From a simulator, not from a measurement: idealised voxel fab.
The process module presented herein is designated voxel self aligned vias.
In the cross-section labelled cut, the width is 245 nm and each square cell is 5 nm.
Cross-section layout: square cells on a grid; listed as bands, top to bottom; a band spans one or more cell rows.
For a band, the entry starts with two heights in nm, that of the top and then that of the bottom, and carries on with the band's materials in order from left to right, each alongside its width in nm; the word "all across" beside a single material means it fills the band edge to edge, and "empty" means empty space.
Measure heights from 0. That's the level where, below it, the as-received wafer is all one material. The lowest band is bottomless and extends downward; write it as in "0 and below".
The two numbers in a width such as "30 to 40" mark its ends across the band: the first belongs to the top row of cells, the second to the bottom row, and from each row to the next the width moves by the same amount.
"remains unaltered" (step): cross-section cells unchanged, all of them.
Enclosed voids (no open way to top), threshold 8 cells or more, entry "Enclosed cavity list", notation width x height at distance, distance from left edge, nm.
On a step's line, text after the settings is the simulator commenting on that step.
overlay nm: right-of-plan distance of the mask on a masked step; negative values mean left-of-plan.

Here's what the planned process steps look like
step 1: RECEIVE, material Si
step 2: CONFORMAL_DEP, material SiO2, thk nm 15
step 3: CONFORMAL_DEP, material SiCN, thk nm 5
step 4: DIRECTIONAL_DEP, material SiO2, thk nm 25
step 5: MASKED_ETCH, tone open, mask id LINES, width nm 30, pitch nm 65, etch materials SiO2, depth nm 25, overlay nm 0
step 6: CONFORMAL_DEP, material TiN, thk nm 5
step 7: FILL_DEP, material W, thk nm 10
step 8: CMP, height nm 45
step 9: SELECTIVE_ETCH, etch materials W Ru TiN, depth nm 5
step 10: FILL_DEP, material SiN, thk nm 5
step 11: CMP, height nm 45
step 12: DIRECTIONAL_DEP, material SiO2, thk nm 15
step 13: MASKED_ETCH, tone open, mask id VIAS, width nm 50, pitch nm 65, etch materials SiO2, depth nm 15, overlay nm 0
step 14: MASKED_ETCH, tone open, mask id VIAS, width nm 50, pitch nm 65, etch materials SiN, depth nm 5, overlay nm 0
step 15: CONFORMAL_DEP, material TiN, thk nm 5
step 16: FILL_DEP, material W, thk nm 5
step 17: CMP, height nm 60
step 18: CONFORMAL_DEP, material SiCN, thk nm 5

As received (post step 1): cross-section
  0 and below: Si all across
  Enclosed cavity list: none

Result of the module, cross-sectioned: start per above, plan per above, one error in how it was run
  65 down to 60: SiCN all across
  60 down to 45: 30 of SiO2 / 5 of TiN / 40 of W / 5 of TiN / 15 of SiO2 / 5 of TiN / 40 of W / 5 of TiN / 15 of SiO2 / 5 of TiN / 40 of W / 5 of TiN / 35 of SiO2
  45 down to 40: 30 of SiN / 50 of TiN / 15 of SiN / 50 of TiN / 15 of SiN / 50 of TiN / 35 of SiN
  40 down to 20: 40 of SiO2 / 5 of TiN / 20 of W / 5 of TiN / 35 of SiO2 / 5 of TiN / 20 of W / 5 of TiN / 35 of SiO2 / 5 of TiN / 20 of W / 5 of TiN / 45 of SiO2
  20 down to 15: 40 of SiO2 / 30 of TiN / 35 of SiO2 / 30 of TiN / 35 of SiO2 / 30 of TiN / 45 of SiO2
  15 down to 0: SiO2 all across
  0 and below: Si all across
  Enclosed cavity list: none
Misprocessing identified: plan step 3 skipped
